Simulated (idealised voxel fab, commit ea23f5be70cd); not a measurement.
Process module heading - voxel transistor to metal
150 nm wide, 5 nm square cells: that's cross-section cut.
Cross-sections here: square-cell grids, written as top-down lists of bands, a band being one or more rows of cells.
Basically the band line says how high the top is and how high the bottom is, in nm, and then what's in it from left to right, every material with its width in nm. Empty space shows up as "blank", and if a single material carries "everywhere" it runs the full band edge to edge.
Convention: height 0 is the level below which the wafer, as received, is all one material. The lowest band does not terminate at the bottom but continues downward, represented as "0 -> down".
The two numbers in a width such as "30->40" mark its ends across the band: the first belongs to the top row of cells, the second to the bottom row, and from each row to the next the width moves by the same amount.
A step reported as "nothing different" is a step in which no cell of the cross-section changed.
Entry "Closed void entries" = empty spaces >= 8 cells with no open way to the top; each as width x height at distance, distance from left edge, all nm.
That trailing text on a step's line, after the settings, is the simulator's own remark on the step.
If you see "overlay nm" on a step's line and that step has a mask, it's telling you how far right of where it was planned the mask ended up; a negative number means it went left instead.

Process steps - plan:
1) RECEIVE,material Si
2) OXIDIZE,depth nm 5
3) CONFORMAL_DEP,material SiN,thk nm 15
4) MASKED_ETCH,tone cover,mask id ACTIVE,width nm 105,etch materials SiN,depth nm 15,overlay nm 0
5) MASKED_ETCH,tone cover,mask id ACTIVE,width nm 105,etch materials SiO2,depth nm 5,overlay nm 0
6) MASKED_ETCH,tone cover,mask id ACTIVE,width nm 105,etch materials Si,depth nm 35,overlay nm 0
7) FILL_DEP,material SiO2,thk nm 15
8) CMP,height nm 15
9) SELECTIVE_ETCH,etch materials SiO2,depth nm 15
10) STRIP,etch materials SiN
11) SELECTIVE_ETCH,etch materials SiO2,depth nm 5
12) OXIDIZE,depth nm 5
13) DIRECTIONAL_DEP,material polySi,thk nm 25
14) DIRECTIONAL_DEP,material SiCN,thk nm 15
15) DIRECTIONAL_DEP,material aC,thk nm 10
16) PATTERN,tone cover,mask id GATE,material resist,width nm 15,thk nm 30,overlay nm 0
17) DIRECTIONAL_ETCH,etch materials aC,depth nm 10
18) STRIP,etch materials resist
19) DIRECTIONAL_ETCH,etch materials SiCN,depth nm 25
20) DIRECTIONAL_ETCH,etch materials polySi,depth nm 35
21) STRIP,etch materials aC
22) CONFORMAL_DEP,material SiN,thk nm 5
23) DIRECTIONAL_ETCH,etch materials SiN,depth nm 5
24) DIRECTIONAL_ETCH,etch materials SiO2,depth nm 5
25) DIRECTIONAL_ETCH,etch materials Si,depth nm 5
26) EPI,material SiGe,thk nm 5
27) FILL_DEP,material SiO2,thk nm 10
28) CMP,height nm 20
29) STRIP,etch materials polySi
30) SELECTIVE_ETCH,etch materials SiO2,depth nm 5
31) CONFORMAL_DEP,material HfO2,thk nm 5
32) CONFORMAL_DEP,material TiN,thk nm 5
33) FILL_DEP,material W,thk nm 5
34) CMP,height nm 15
35) DIRECTIONAL_DEP,material SiO2,thk nm 10
36) MASKED_ETCH,tone open,mask id CONTACT,width nm 15,pitch nm 80,etch materials SiO2,depth nm 35,overlay nm 0
37) CONFORMAL_DEP,material TiN,thk nm 5
38) FILL_DEP,material W,thk nm 10
39) CMP,height nm 25
40) DIRECTIONAL_DEP,material TiN,thk nm 5
41) DIRECTIONAL_DEP,material W,thk nm 15
42) PATTERN,tone cover,mask id METAL_1,material resist,width nm 15,pitch nm 80,thk nm 20,overlay nm 0
43) DIRECTIONAL_ETCH,etch materials W,depth nm 15
44) DIRECTIONAL_ETCH,etch materials TiN,depth nm 5
45) STRIP,etch materials resist
46) FILL_DEP,material SiO2,thk nm 5
47) CMP,height nm 45
48) CONFORMAL_DEP,material SiN,thk nm 5
Same starting wafers, different width nm at step 16. Plan value belongs to the first wafer.

Cross-section of the first of several received wafers, showing its state after step 1:
    0 -> down = Si everywhere
    Closed void entries: none

Once step 48, the last step, is complete, the module is at its end; this is the cross-section of the first of several wafers:
    50 -> 45 = SiN everywhere
    45 -> 30 = SiO2: 25 | W: 15 | SiO2: 65 | W: 15 | SiO2: 30
    30 -> 25 = SiO2: 25 | TiN: 15 | SiO2: 65 | TiN: 15 | SiO2: 30
    25 -> 15 = SiO2: 25 | TiN: 5 | W: 5 | TiN: 5 | SiO2: 65 | TiN: 5 | W: 5 | TiN: 5 | SiO2: 30
    15 -> -5 = SiO2: 25 | TiN: 5 | W: 5 | TiN: 5 | SiO2: 20 | SiN: 5 | HfO2: 5 | TiN: 5 | HfO2: 5 | SiN: 5 | SiO2: 20 | TiN: 5 | W: 5 | TiN: 5 | SiO2: 30
    -5 -> -10 = SiO2: 25 | TiN: 15 | SiO2: 15 | SiGe: 5 | HfO2: 25 | SiGe: 5 | SiO2: 15 | TiN: 15 | SiO2: 30
    -10 -> -15 = SiO2: 20 | SiGe: 40 | Si: 25 | SiGe: 40 | SiO2: 25
    -15 -> -40 = SiO2: 20 | Si: 105 | SiO2: 25
    -40 -> down = Si everywhere
    Closed void entries: none

Last wafer x-sec, end of module:
    50 -> 45 = SiN everywhere
    45 -> 30 = SiO2: 25 | W: 15 | SiO2: 65 | W: 15 | SiO2: 30
    30 -> 25 = SiO2: 25 | TiN: 15 | SiO2: 65 | TiN: 15 | SiO2: 30
    25 -> 15 = SiO2: 25 | TiN: 5 | W: 5 | TiN: 5 | SiO2: 65 | TiN: 5 | W: 5 | TiN: 5 | SiO2: 30
    15 -> 0 = SiO2: 25 | TiN: 5 | W: 5 | TiN: 5 | SiO2: 10 | SiN: 5 | HfO2: 5 | TiN: 5 | W: 20 | TiN: 5 | HfO2: 5 | SiN: 5 | SiO2: 5 | TiN: 5 | W: 5 | TiN: 5 | SiO2: 30
    0 -> -5 = SiO2: 25 | TiN: 5 | W: 5 | TiN: 5 | SiO2: 10 | SiN: 5 | HfO2: 5 | TiN: 30 | HfO2: 5 | SiN: 5 | SiO2: 5 | TiN: 5 | W: 5 | TiN: 5 | SiO2: 30
    -5 -> -10 = SiO2: 25 | TiN: 15 | SiO2: 5 | SiGe: 5 | HfO2: 50 | SiGe: 5 | TiN: 15 | SiO2: 30
    -10 -> -15 = SiO2: 20 | SiGe: 30 | Si: 50 | SiGe: 25 | SiO2: 25
    -15 -> -40 = SiO2: 20 | Si: 105 | SiO2: 25
    -40 -> down = Si everywhere
    Closed void entries: none

Where each wafer stands at the end of the module, a row apiece: cells of each material gained (+) or lost (-) since it was received, then closed voids:
width nm 15; +13 HfO2; -130 Si; +18 SiGe; +38 SiN; +291 SiO2; +40 TiN; +30 W; Closed void entries: none
width nm 20; +14 HfO2; -129 Si; +17 SiGe; +38 SiN; +286 SiO2; +44 TiN; +30 W; Closed void entries: none
width nm 25; +15 HfO2; -128 Si; +16 SiGe; +38 SiN; +281 SiO2; +45 TiN; +33 W; Closed void entries: none
width nm 30; +16 HfO2; -127 Si; +15 SiGe; +38 SiN; +276 SiO2; +46 TiN; +36 W; Closed void entries: none
width nm 35; +17 HfO2; -126 Si; +14 SiGe; +38 SiN; +271 SiO2; +47 TiN; +39 W; Closed void entries: none
width nm 40; +18 HfO2; -125 Si; +13 SiGe; +38 SiN; +266 SiO2; +48 TiN; +42 W; Closed void entries: none
